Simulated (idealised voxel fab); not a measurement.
The name of this process module is voxel trench capacitor.
This is section cut - it's 185 nm across, gridded in 5 nm square cells.
Just so we're on the same page, the cross-sections are grids of square cells, and they're listed out in bands top to bottom, each band one or more rows deep.
Within each band entry, the heights of the top and of the bottom of the band appear first, in that order and in nm; the materials of the band then follow from left to right, each with its corresponding width in nm. The designation "full width" on a single material indicates that it fills the band from edge to edge; the designation "blank" indicates empty space.
Height reference: 0 = level under which incoming wafer is all one material. Lowest band: no bottom, runs on downward, e.g. "0 down".
The notation "30->40" denotes a width that varies across the rows of cells in the band, beginning at the first number in the top row, finishing at the second number in the bottom row, and changing by an identical amount from each row to the next.
Key: "no change occurred" - step with no changed cell in the cross-section.
Each empty space that has no open way to the top and spans at least 8 cells appears under "Cavities, sealed" as width x height at distance, the distance counted from the left edge, all in nm.
Post-settings text on a step line: simulator's own remark regarding the step.
Each step line may optionally specify "overlay nm", which for a step with a mask gives the rightward distance between the mask's planned place and where it lay, a negative value indicating the leftward direction.

-- Process steps (planned)
| 1 | RECEIVE, material Si |
| 2 | CONFORMAL_DEP, material SiN, thk nm 5 |
| 3 | DIRECTIONAL_DEP, material aC, thk nm 15 |
| 4 | PATTERN, tone open, mask id TRENCH, material resist, width nm 25, pitch nm 40, thk nm 35, overlay nm 0 |
| 5 | DIRECTIONAL_ETCH, etch materials aC, depth nm 15 |
| 6 | STRIP, etch materials resist |
| 7 | DIRECTIONAL_ETCH, etch materials SiN, depth nm 5 |
| 8 | DIRECTIONAL_ETCH, etch materials Si, depth nm 30 |
| 9 | STRIP, etch materials aC |
| 10 | CONFORMAL_DEP, material HfO2, thk nm 5 |
| 11 | CONFORMAL_DEP, material TiN, thk nm 5 |
| 12 | FILL_DEP, material W, thk nm 10 |
| 13 | CMP, height nm 5 |

-- Step 1 complete: cross-section of the wafer as received
  0 down  Si full width
  Cavities, sealed: none

-- Cross-section taken at module completion on the first of two wafers; processed per the plan
  5 to 0  SiN (40), then HfO2 (5), then TiN (5), then W (5), then TiN (5), then HfO2 (5), then SiN (15), then HfO2 (5), then TiN (5), then W (5), then TiN (5), then HfO2 (5), then SiN (15), then HfO2 (5), then TiN (5), then W (5), then TiN (5), then HfO2 (5), then SiN (40)
  0 to -20  Si (40), then HfO2 (5), then TiN (5), then W (5), then TiN (5), then HfO2 (5), then Si (15), then HfO2 (5), then TiN (5), then W (5), then TiN (5), then HfO2 (5), then Si (15), then HfO2 (5), then TiN (5), then W (5), then TiN (5), then HfO2 (5), then Si (40)
  -20 to -25  Si (40), then HfO2 (5), then TiN (15), then HfO2 (5), then Si (15), then HfO2 (5), then TiN (15), then HfO2 (5), then Si (15), then HfO2 (5), then TiN (15), then HfO2 (5), then Si (40)
  -25 to -30  Si (40), then HfO2 (25), then Si (15), then HfO2 (25), then Si (15), then HfO2 (25), then Si (40)
  -30 down  Si full width
  Cavities, sealed: none

-- Cross-section, second wafer: same start as the first, same plan as the first, one mistake in running it; taken at the end of the module
  5 to 0  SiN (50), then HfO2 (5), then TiN (5), then W (5), then TiN (5), then HfO2 (5), then SiN (15), then HfO2 (5), then TiN (5), then W (5), then TiN (5), then HfO2 (5), then SiN (15), then HfO2 (5), then TiN (5), then W (5), then TiN (5), then HfO2 (5), then SiN (30)
  0 to -20  Si (50), then HfO2 (5), then TiN (5), then W (5), then TiN (5), then HfO2 (5), then Si (15), then HfO2 (5), then TiN (5), then W (5), then TiN (5), then HfO2 (5), then Si (15), then HfO2 (5), then TiN (5), then W (5), then TiN (5), then HfO2 (5), then Si (30)
  -20 to -25  Si (50), then HfO2 (5), then TiN (15), then HfO2 (5), then Si (15), then HfO2 (5), then TiN (15), then HfO2 (5), then Si (15), then HfO2 (5), then TiN (15), then HfO2 (5), then Si (30)
  -25 to -30  Si (50), then HfO2 (25), then Si (15), then HfO2 (25), then Si (15), then HfO2 (25), then Si (30)
  -30 down  Si full width
  Cavities, sealed: none
In executing the process, a mistake was made relative to the plan: step 4 did not happen as planned, as run it was PATTERN, tone open, mask id TRENCH, material resist, width nm 25, pitch nm 40, thk nm 35, overlay nm 10
So at the finish, the second wafer's got exactly as many cells of each material as the first, just not in the same spots.
